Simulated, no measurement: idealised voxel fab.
This is a process module. Its name is voxel capacitor over wiring.
It is cross-section cut that appears here, measuring 200 nm in width, its square cells being 5 nm in size.
For the purposes of this document, a cross-section shall be understood as a grid of square cells, specified as bands listed in top-to-bottom order, each band consisting of one or more rows of cells.
Within each band entry, the heights of the top and of the bottom of the band appear first, in that order and in nm; the materials of the band then follow from left to right, each with its corresponding width in nm. The designation "all across" on a single material indicates that it fills the band from edge to edge; the designation "air" indicates empty space.
Height 0 is the level under which the wafer as received is all one material. The lowest band goes on downwards, as in "0 nm and below".
Width spec "30->40" -> top row of cells at first value, bottom row at second value, equal per-row change in between.
"remained unchanged" for a step: no cell of the cross-section changed in that step.
If an empty space has no open way to the top and is at least 8 cells in size, "Closed void listing" lists it, written width x height at distance, where distance is measured from the left edge and every value is in nm.
after a step's settings: what the simulator itself notes on the step
overlay nm: right-of-plan distance of the mask on a masked step; negative values mean left-of-plan.

# Process steps - plan
step 1: op RECEIVE | material Si
step 2: op CONFORMAL_DEP | material SiO2 | thk nm 15
step 3: op DIRECTIONAL_DEP | material TiN | thk nm 5
step 4: op DIRECTIONAL_DEP | material W | thk nm 25
step 5: op DIRECTIONAL_DEP | material aC | thk nm 15
step 6: op PATTERN | tone cover | mask id METAL_1 | material resist | width nm 25 | pitch nm 95 | thk nm 30 | overlay nm 0
step 7: op DIRECTIONAL_ETCH | etch materials aC | depth nm 15
step 8: op STRIP | etch materials resist
step 9: op DIRECTIONAL_ETCH | etch materials W | depth nm 25
step 10: op DIRECTIONAL_ETCH | etch materials TiN | depth nm 5
step 11: op STRIP | etch materials aC
step 12: op FILL_DEP | material SiO2 | thk nm 10
step 13: op CMP | height nm 45
step 14: op CONFORMAL_DEP | material SiCN | thk nm 5
step 15: op DIRECTIONAL_DEP | material lowk | thk nm 20
step 16: op DIRECTIONAL_DEP | material aC | thk nm 15
step 17: op PATTERN | tone open | mask id PLUG_1 | material resist | width nm 15 | thk nm 30 | overlay nm 0
step 18: op DIRECTIONAL_ETCH | etch materials aC | depth nm 15
step 19: op STRIP | etch materials resist
step 20: op DIRECTIONAL_ETCH | etch materials lowk | depth nm 20
step 21: op DIRECTIONAL_ETCH | etch materials SiCN | depth nm 5
step 22: op STRIP | etch materials aC
step 23: op CONFORMAL_DEP | material TiN | thk nm 5
step 24: op FILL_DEP | material Cu | thk nm 5
step 25: op CMP | height nm 70
step 26: op DIRECTIONAL_DEP | material TiN | thk nm 10
step 27: op DIRECTIONAL_DEP | material HfO2 | thk nm 5
step 28: op DIRECTIONAL_DEP | material TiN | thk nm 5
step 29: op MASKED_ETCH | tone cover | mask id UPPER_PLATE | width nm 75 | etch materials TiN | depth nm 5 | overlay nm 0
step 30: op MASKED_ETCH | tone cover | mask id UPPER_PLATE | width nm 75 | etch materials HfO2 | depth nm 5 | overlay nm 0
step 31: op MASKED_ETCH | tone cover | mask id LOWER_PLATE | width nm 85 | etch materials TiN | depth nm 10 | overlay nm 0
step 32: op FILL_DEP | material SiO2 | thk nm 15
step 33: op CMP | height nm 100
step 34: op PATTERN | tone open | mask id PLUG_2 | material resist | width nm 15 | thk nm 20 | overlay nm 0
step 35: op DIRECTIONAL_ETCH | etch materials SiO2 | depth nm 10
step 36: op STRIP | etch materials resist
step 37: op CONFORMAL_DEP | material TiN | thk nm 5
step 38: op FILL_DEP | material W | thk nm 5
step 39: op CMP | height nm 100
step 40: op CONFORMAL_DEP | material SiN | thk nm 5

# What follows covers the first of two wafers; it ran as planned

# Step 1 complete: cross-section of the wafer as received
> 0 nm and below: Si all across
> Closed void listing: none

# Wafer after step 2 (cross-section)
> 15 nm to 0 nm: SiO2 all across
> Anything lower than 0 is untouched.

# Wafer after step 3 (cross-section)
> 20 nm to 15 nm: TiN all across
> Anything lower than 15 is untouched.

# Wafer after step 4 (cross-section)
> 45 nm to 20 nm: W all across
> Anything lower than 20 is untouched.

# Wafer after step 5 (cross-section)
> 60 nm to 45 nm: aC all across
> Anything lower than 45 is untouched.

# Wafer after step 6 (cross-section)
> 90 nm to 60 nm: 40 of air, 25 of resist, 70 of air, 25 of resist, 40 of air
> Anything lower than 60 is untouched.

# Wafer after step 7 (cross-section)
> 75 nm to 60 nm: 40 of air, 25 of resist, 70 of air, 25 of resist, 40 of air
> 60 nm to 45 nm: 40 of air, 25 of aC, 70 of air, 25 of aC, 40 of air
> Anything lower than 45 is untouched.

# Wafer after step 8 (cross-section)
> 60 nm to 45 nm: 40 of air, 25 of aC, 70 of air, 25 of aC, 40 of air
> Anything lower than 45 is untouched.

# Wafer after step 9 (cross-section)
> 60 nm to 45 nm: 40 of air, 25 of aC, 70 of air, 25 of aC, 40 of air
> 45 nm to 20 nm: 40 of air, 25 of W, 70 of air, 25 of W, 40 of air
> Anything lower than 20 is untouched.

# Wafer after step 10 (cross-section)
> 60 nm to 45 nm: 40 of air, 25 of aC, 70 of air, 25 of aC, 40 of air
> 45 nm to 20 nm: 40 of air, 25 of W, 70 of air, 25 of W, 40 of air
> 20 nm to 15 nm: 40 of air, 25 of TiN, 70 of air, 25 of TiN, 40 of air
> Anything lower than 15 is untouched.

# Wafer after step 11 (cross-section)
> 45 nm to 20 nm: 40 of air, 25 of W, 70 of air, 25 of W, 40 of air
> Anything lower than 20 is untouched.

# Wafer after step 12 (cross-section)
> 55 nm to 45 nm: SiO2 all across
> 45 nm to 20 nm: 40 of SiO2, 25 of W, 70 of SiO2, 25 of W, 40 of SiO2
> 20 nm to 15 nm: 40 of SiO2, 25 of TiN, 70 of SiO2, 25 of TiN, 40 of SiO2
> Anything lower than 15 is untouched.

# Wafer after step 13 (cross-section)
> 45 nm to 20 nm: 40 of SiO2, 25 of W, 70 of SiO2, 25 of W, 40 of SiO2
> Anything lower than 20 is untouched.

# Wafer after step 14 (cross-section)
> 50 nm to 45 nm: SiCN all across
> Anything lower than 45 is untouched.

# Wafer after step 15 (cross-section)
> 70 nm to 50 nm: lowk all across
> Anything lower than 50 is untouched.

# Wafer after step 16 (cross-section)
> 85 nm to 70 nm: aC all across
> Anything lower than 70 is untouched.

# Wafer after step 17 (cross-section)
> 115 nm to 85 nm: 50 of resist, 15 of air, 135 of resist
> Anything lower than 85 is untouched.

# Wafer after step 18 (cross-section)
> 100 nm to 85 nm: 50 of resist, 15 of air, 135 of resist
> 85 nm to 70 nm: 50 of aC, 15 of air, 135 of aC
> Anything lower than 70 is untouched.

# Wafer after step 19 (cross-section)
> 85 nm to 70 nm: 50 of aC, 15 of air, 135 of aC
> Anything lower than 70 is untouched.

# Wafer after step 20 (cross-section)
> 85 nm to 70 nm: 50 of aC, 15 of air, 135 of aC
> 70 nm to 50 nm: 50 of lowk, 15 of air, 135 of lowk
> Anything lower than 50 is untouched.

# Wafer after step 21 (cross-section)
> 85 nm to 70 nm: 50 of aC, 15 of air, 135 of aC
> 70 nm to 50 nm: 50 of lowk, 15 of air, 135 of lowk
> 50 nm to 45 nm: 50 of SiCN, 15 of air, 135 of SiCN
> Anything lower than 45 is untouched.

# Wafer after step 22 (cross-section)
> 70 nm to 50 nm: 50 of lowk, 15 of air, 135 of lowk
> Anything lower than 50 is untouched.

# Wafer after step 23 (cross-section)
> 75 nm to 70 nm: 55 of TiN, 5 of air, 140 of TiN
> 70 nm to 50 nm: 50 of lowk, 5 of TiN, 5 of air, 5 of TiN, 135 of lowk
> 50 nm to 45 nm: 50 of SiCN, 15 of TiN, 135 of SiCN
> Anything lower than 45 is untouched.

# Wafer after step 24 (cross-section)
> 80 nm to 75 nm: Cu all across
> 75 nm to 70 nm: 55 of TiN, 5 of Cu, 140 of TiN
> 70 nm to 50 nm: 50 of lowk, 5 of TiN, 5 of Cu, 5 of TiN, 135 of lowk
> Anything lower than 50 is untouched.

# Wafer after step 25 (cross-section)
> 70 nm to 50 nm: 50 of lowk, 5 of TiN, 5 of Cu, 5 of TiN, 135 of lowk
> Anything lower than 50 is untouched.

# Wafer after step 26 (cross-section)
> 80 nm to 70 nm: TiN all across
> Anything lower than 70 is untouched.

# Wafer after step 27 (cross-section)
> 85 nm to 80 nm: HfO2 all across
> Anything lower than 80 is untouched.

# Wafer after step 28 (cross-section)
> 90 nm to 85 nm: TiN all across
> Anything lower than 85 is untouched.

# Wafer after step 29 (cross-section)
> 90 nm to 85 nm: 50 of air, 75 of TiN, 75 of air
> Anything lower than 85 is untouched.

# Wafer after step 30 (cross-section)
> 90 nm to 85 nm: 50 of air, 75 of TiN, 75 of air
> 85 nm to 80 nm: 50 of air, 75 of HfO2, 75 of air
> Anything lower than 80 is untouched.

# Wafer after step 31 (cross-section)
> 90 nm to 85 nm: 50 of air, 75 of TiN, 75 of air
> 85 nm to 80 nm: 50 of air, 75 of HfO2, 75 of air
> 80 nm to 70 nm: 45 of air, 85 of TiN, 70 of air
> Anything lower than 70 is untouched.

# Wafer after step 32 (cross-section)
> 105 nm to 90 nm: SiO2 all across
> 90 nm to 85 nm: 50 of SiO2, 75 of TiN, 75 of SiO2
> 85 nm to 80 nm: 50 of SiO2, 75 of HfO2, 75 of SiO2
> 80 nm to 70 nm: 45 of SiO2, 85 of TiN, 70 of SiO2
> Anything lower than 70 is untouched.

# Wafer after step 33 (cross-section)
> 100 nm to 90 nm: SiO2 all across
> Anything lower than 90 is untouched.

# Wafer after step 34 (cross-section)
> 120 nm to 100 nm: 60 of resist, 15 of air, 125 of resist
> Anything lower than 100 is untouched.

# Wafer after step 35 (cross-section)
> 120 nm to 100 nm: 60 of resist, 15 of air, 125 of resist
> 100 nm to 90 nm: 60 of SiO2, 15 of air, 125 of SiO2
> Anything lower than 90 is untouched.

# Wafer after step 36 (cross-section)
> 100 nm to 90 nm: 60 of SiO2, 15 of air, 125 of SiO2
> Anything lower than 90 is untouched.

# Wafer after step 37 (cross-section)
> 105 nm to 100 nm: 65 of TiN, 5 of air, 130 of TiN
> 100 nm to 95 nm: 60 of SiO2, 5 of TiN, 5 of air, 5 of TiN, 125 of SiO2
> 95 nm to 85 nm: 60->50 of SiO2, 15->75 of TiN, 125->75 of SiO2
> Anything lower than 85 is untouched.

# Wafer after step 38 (cross-section)
> 110 nm to 105 nm: W all across
> 105 nm to 100 nm: 65 of TiN, 5 of W, 130 of TiN
> 100 nm to 95 nm: 60 of SiO2, 5 of TiN, 5 of W, 5 of TiN, 125 of SiO2
> Anything lower than 95 is untouched.

# Wafer after step 39 (cross-section)
> 100 nm to 95 nm: 60 of SiO2, 5 of TiN, 5 of W, 5 of TiN, 125 of SiO2
> Anything lower than 95 is untouched.

# Wafer after step 40 (cross-section)
> 105 nm to 100 nm: SiN all across
> Anything lower than 100 is untouched.

# For the second wafer, take the first wafer's start and plan, then add one mistake made in running it; everything through step 2, that step included, is shared with the first

# Cross-sectional view of the second wafer at the intended end time of process step 3
> 40 nm to 15 nm: W all across
> Anything lower than 15 is untouched.

# Cross-sectional view of the second wafer at the intended end time of process step 4
> 45 nm to 40 nm: TiN all across
> Anything lower than 40 is untouched.

# Cross-sectional view of the second wafer at the intended end time of process step 5
> 60 nm to 45 nm: aC all across
> Anything lower than 45 is untouched.

# Cross-sectional view of the second wafer at the intended end time of process step 6
> 90 nm to 60 nm: 40 of air, 25 of resist, 70 of air, 25 of resist, 40 of air
> Anything lower than 60 is untouched.

# Cross-sectional view of the second wafer at the intended end time of process step 7
> 75 nm to 60 nm: 40 of air, 25 of resist, 70 of air, 25 of resist, 40 of air
> 60 nm to 45 nm: 40 of air, 25 of aC, 70 of air, 25 of aC, 40 of air
> Anything lower than 45 is untouched.

# Cross-sectional view of the second wafer at the intended end time of process step 8
> 60 nm to 45 nm: 40 of air, 25 of aC, 70 of air, 25 of aC, 40 of air
> Anything lower than 45 is untouched.

Cross-sectional view of the second wafer at the intended end time of process step 9: remained unchanged

# Cross-sectional view of the second wafer at the intended end time of process step 10
> 60 nm to 45 nm: 40 of air, 25 of aC, 70 of air, 25 of aC, 40 of air
> 45 nm to 40 nm: 40 of air, 25 of TiN, 70 of air, 25 of TiN, 40 of air
> Anything lower than 40 is untouched.

# Cross-sectional view of the second wafer at the intended end time of process step 11
> 45 nm to 40 nm: 40 of air, 25 of TiN, 70 of air, 25 of TiN, 40 of air
> Anything lower than 40 is untouched.

# Cross-sectional view of the second wafer at the intended end time of process step 12
> 55 nm to 45 nm: SiO2 all across
> 45 nm to 40 nm: 40 of SiO2, 25 of TiN, 70 of SiO2, 25 of TiN, 40 of SiO2
> Anything lower than 40 is untouched.

# Cross-sectional view of the second wafer at the intended end time of process step 13
> 45 nm to 40 nm: 40 of SiO2, 25 of TiN, 70 of SiO2, 25 of TiN, 40 of SiO2
> Anything lower than 40 is untouched.

# Cross-sectional view of the second wafer at the intended end time of process step 14
> 50 nm to 45 nm: SiCN all across
> Anything lower than 45 is untouched.

# Cross-sectional view of the second wafer at the intended end time of process step 15
> 70 nm to 50 nm: lowk all across
> Anything lower than 50 is untouched.

# Cross-sectional view of the second wafer at the intended end time of process step 16
> 85 nm to 70 nm: aC all across
> Anything lower than 70 is untouched.

# Cross-sectional view of the second wafer at the intended end time of process step 17
> 115 nm to 85 nm: 50 of resist, 15 of air, 135 of resist
> Anything lower than 85 is untouched.

# Cross-sectional view of the second wafer at the intended end time of process step 18
> 100 nm to 85 nm: 50 of resist, 15 of air, 135 of resist
> 85 nm to 70 nm: 50 of aC, 15 of air, 135 of aC
> Anything lower than 70 is untouched.

# Cross-sectional view of the second wafer at the intended end time of process step 19
> 85 nm to 70 nm: 50 of aC, 15 of air, 135 of aC
> Anything lower than 70 is untouched.

# Cross-sectional view of the second wafer at the intended end time of process step 20
> 85 nm to 70 nm: 50 of aC, 15 of air, 135 of aC
> 70 nm to 50 nm: 50 of lowk, 15 of air, 135 of lowk
> Anything lower than 50 is untouched.

# Cross-sectional view of the second wafer at the intended end time of process step 21
> 85 nm to 70 nm: 50 of aC, 15 of air, 135 of aC
> 70 nm to 50 nm: 50 of lowk, 15 of air, 135 of lowk
> 50 nm to 45 nm: 50 of SiCN, 15 of air, 135 of SiCN
> Anything lower than 45 is untouched.

# Cross-sectional view of the second wafer at the intended end time of process step 22
> 70 nm to 50 nm: 50 of lowk, 15 of air, 135 of lowk
> Anything lower than 50 is untouched.

# Cross-sectional view of the second wafer at the intended end time of process step 23
> 75 nm to 70 nm: 55 of TiN, 5 of air, 140 of TiN
> 70 nm to 50 nm: 50 of lowk, 5 of TiN, 5 of air, 5 of TiN, 135 of lowk
> 50 nm to 45 nm: 50 of SiCN, 15 of TiN, 135 of SiCN
> Anything lower than 45 is untouched.

# Cross-sectional view of the second wafer at the intended end time of process step 24
> 80 nm to 75 nm: Cu all across
> 75 nm to 70 nm: 55 of TiN, 5 of Cu, 140 of TiN
> 70 nm to 50 nm: 50 of lowk, 5 of TiN, 5 of Cu, 5 of TiN, 135 of lowk
> Anything lower than 50 is untouched.

# Cross-sectional view of the second wafer at the intended end time of process step 25
> 70 nm to 50 nm: 50 of lowk, 5 of TiN, 5 of Cu, 5 of TiN, 135 of lowk
> Anything lower than 50 is untouched.

# Cross-sectional view of the second wafer at the intended end time of process step 26
> 80 nm to 70 nm: TiN all across
> Anything lower than 70 is untouched.

# Cross-sectional view of the second wafer at the intended end time of process step 27
> 85 nm to 80 nm: HfO2 all across
> Anything lower than 80 is untouched.

# Cross-sectional view of the second wafer at the intended end time of process step 28
> 90 nm to 85 nm: TiN all across
> Anything lower than 85 is untouched.

# Cross-sectional view of the second wafer at the intended end time of process step 29
> 90 nm to 85 nm: 50 of air, 75 of TiN, 75 of air
> Anything lower than 85 is untouched.

# Cross-sectional view of the second wafer at the intended end time of process step 30
> 90 nm to 85 nm: 50 of air, 75 of TiN, 75 of air
> 85 nm to 80 nm: 50 of air, 75 of HfO2, 75 of air
> Anything lower than 80 is untouched.

# Cross-sectional view of the second wafer at the intended end time of process step 31
> 90 nm to 85 nm: 50 of air, 75 of TiN, 75 of air
> 85 nm to 80 nm: 50 of air, 75 of HfO2, 75 of air
> 80 nm to 70 nm: 45 of air, 85 of TiN, 70 of air
> Anything lower than 70 is untouched.

# Cross-sectional view of the second wafer at the intended end time of process step 32
> 105 nm to 90 nm: SiO2 all across
> 90 nm to 85 nm: 50 of SiO2, 75 of TiN, 75 of SiO2
> 85 nm to 80 nm: 50 of SiO2, 75 of HfO2, 75 of SiO2
> 80 nm to 70 nm: 45 of SiO2, 85 of TiN, 70 of SiO2
> Anything lower than 70 is untouched.

# Cross-sectional view of the second wafer at the intended end time of process step 33
> 100 nm to 90 nm: SiO2 all across
> Anything lower than 90 is untouched.

# Cross-sectional view of the second wafer at the intended end time of process step 34
> 120 nm to 100 nm: 60 of resist, 15 of air, 125 of resist
> Anything lower than 100 is untouched.

# Cross-sectional view of the second wafer at the intended end time of process step 35
> 120 nm to 100 nm: 60 of resist, 15 of air, 125 of resist
> 100 nm to 90 nm: 60 of SiO2, 15 of air, 125 of SiO2
> Anything lower than 90 is untouched.

# Cross-sectional view of the second wafer at the intended end time of process step 36
> 100 nm to 90 nm: 60 of SiO2, 15 of air, 125 of SiO2
> Anything lower than 90 is untouched.

# Cross-sectional view of the second wafer at the intended end time of process step 37
> 105 nm to 100 nm: 65 of TiN, 5 of air, 130 of TiN
> 100 nm to 95 nm: 60 of SiO2, 5 of TiN, 5 of air, 5 of TiN, 125 of SiO2
> 95 nm to 85 nm: 60->50 of SiO2, 15->75 of TiN, 125->75 of SiO2
> Anything lower than 85 is untouched.

# Cross-sectional view of the second wafer at the intended end time of process step 38
> 110 nm to 105 nm: W all across
> 105 nm to 100 nm: 65 of TiN, 5 of W, 130 of TiN
> 100 nm to 95 nm: 60 of SiO2, 5 of TiN, 5 of W, 5 of TiN, 125 of SiO2
> Anything lower than 95 is untouched.

# Cross-sectional view of the second wafer at the intended end time of process step 39
> 100 nm to 95 nm: 60 of SiO2, 5 of TiN, 5 of W, 5 of TiN, 125 of SiO2
> Anything lower than 95 is untouched.

# Cross-sectional view of the second wafer at the intended end time of process step 40
> 105 nm to 100 nm: SiN all across
> Anything lower than 100 is untouched.
What broke from the plan during processing? steps 3 and 4 traded places in the executed sequence
Final difference in cells, second wafer against first, listed per material as more or fewer: 150 fewer of SiO2, 150 more of W
